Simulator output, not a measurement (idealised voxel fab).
A process module follows: voxel ribs on slabs.
Each square cell in cross-section cut measures 5 nm, and the section as a whole is 145 nm wide.
Bands, listed from the top down, are how a cross-section gets written in this document; the cross-section itself is a grid of square cells, and a band is one or more rows of them.
This entry defines a band. It first specifies the height of the band's top and the height of its bottom in nm, and then specifies the band's materials from left to right, stating each material with its width in nm. The word "edge to edge" identifies a single material that fills the band from edge to edge, while the word "empty" identifies empty space.
Measure heights from 0. That's the level where, below it, the as-received wafer is all one material. The lowest band is bottomless and extends downward; write it as in "0 and below".
Read "30 to 40" as a graded width: first number on top, second number at the bottom, same change between each pair of neighbouring rows.
The designation "remains unaltered", where it is given for a processing step, indicates that no cell of the cross-section was altered in the course of that step.
In "Fully enclosed voids" the enclosed voids are listed, meaning empty spaces of 8 cells or larger without any opening to the top. The form is width x height at distance, distance from the left edge, units nm.
Past the settings on a step's line: simulator remark, on that step.
When a step includes a mask, the "overlay nm" setting on its line states how far to the right of its planned place that mask lay, and negative values state how far to the left.
-- Steps in the process plan
1) RECEIVE: material Si
2) DIRECTIONAL_DEP: material SiO2, thk nm 30
3) DIRECTIONAL_DEP: material polySi, thk nm 15
4) MASKED_ETCH: tone cover, mask id RIB, width nm 25, etch materials polySi, depth nm 5, overlay nm 0
5) PATTERN: tone cover, mask id SLAB, material resist, width nm 65, thk nm 20, overlay nm 0
6) DIRECTIONAL_ETCH: etch materials polySi, depth nm 10
7) STRIP: etch materials resist
8) FILL_DEP: material SiO2, thk nm 30
9) CMP: height nm 65
10) DIRECTIONAL_DEP: material TiN, thk nm 10
11) PATTERN: tone cover, mask id HEATER, material resist, width nm 35, thk nm 15, overlay nm 0
12) DIRECTIONAL_ETCH: etch materials TiN, depth nm 10
13) STRIP: etch materials resist
14) CONFORMAL_DEP: material SiO2, thk nm 5
-- Shown in cross-section is the wafer as received, that is, as it stands after step 1
* 0 and below = Si edge to edge
* Fully enclosed voids: none
-- First of two wafers: cross-section at end of module, run per plan
* 80 down to 75 = 50 nm empty, 45 nm SiO2, 50 nm empty
* 75 down to 70 = 50 nm empty, 5 nm SiO2, 35 nm TiN, 5 nm SiO2, 50 nm empty
* 70 down to 65 = 55 nm SiO2, 35 nm TiN, 55 nm SiO2
* 65 down to 45 = SiO2 edge to edge
* 45 down to 40 = 60 nm SiO2, 25 nm polySi, 60 nm SiO2
* 40 down to 30 = 40 nm SiO2, 65 nm polySi, 40 nm SiO2
* 30 down to 0 = SiO2 edge to edge
* 0 and below = Si edge to edge
* Fully enclosed voids: none
-- Cross-sectional view of the second of two wafers upon completion of the module. This wafer shared its starting condition and process plan with the first; one error was made during its execution
* 80 down to 75 = 50 nm empty, 45 nm SiO2, 50 nm empty
* 75 down to 70 = 50 nm empty, 5 nm SiO2, 35 nm TiN, 5 nm SiO2, 50 nm empty
* 70 down to 65 = 55 nm SiO2, 35 nm TiN, 55 nm SiO2
* 65 down to 60 = 40 nm SiO2, 65 nm polySi, 40 nm SiO2
* 60 down to 0 = SiO2 edge to edge
* 0 and below = Si edge to edge
* Fully enclosed voids: none
Which mistake was made when the wafer was run? in the plan, step 2 was performed twice
Final wafer comparison in cells, second versus first, more or fewer per material: SiO2: 18 more, polySi: 18 fewer
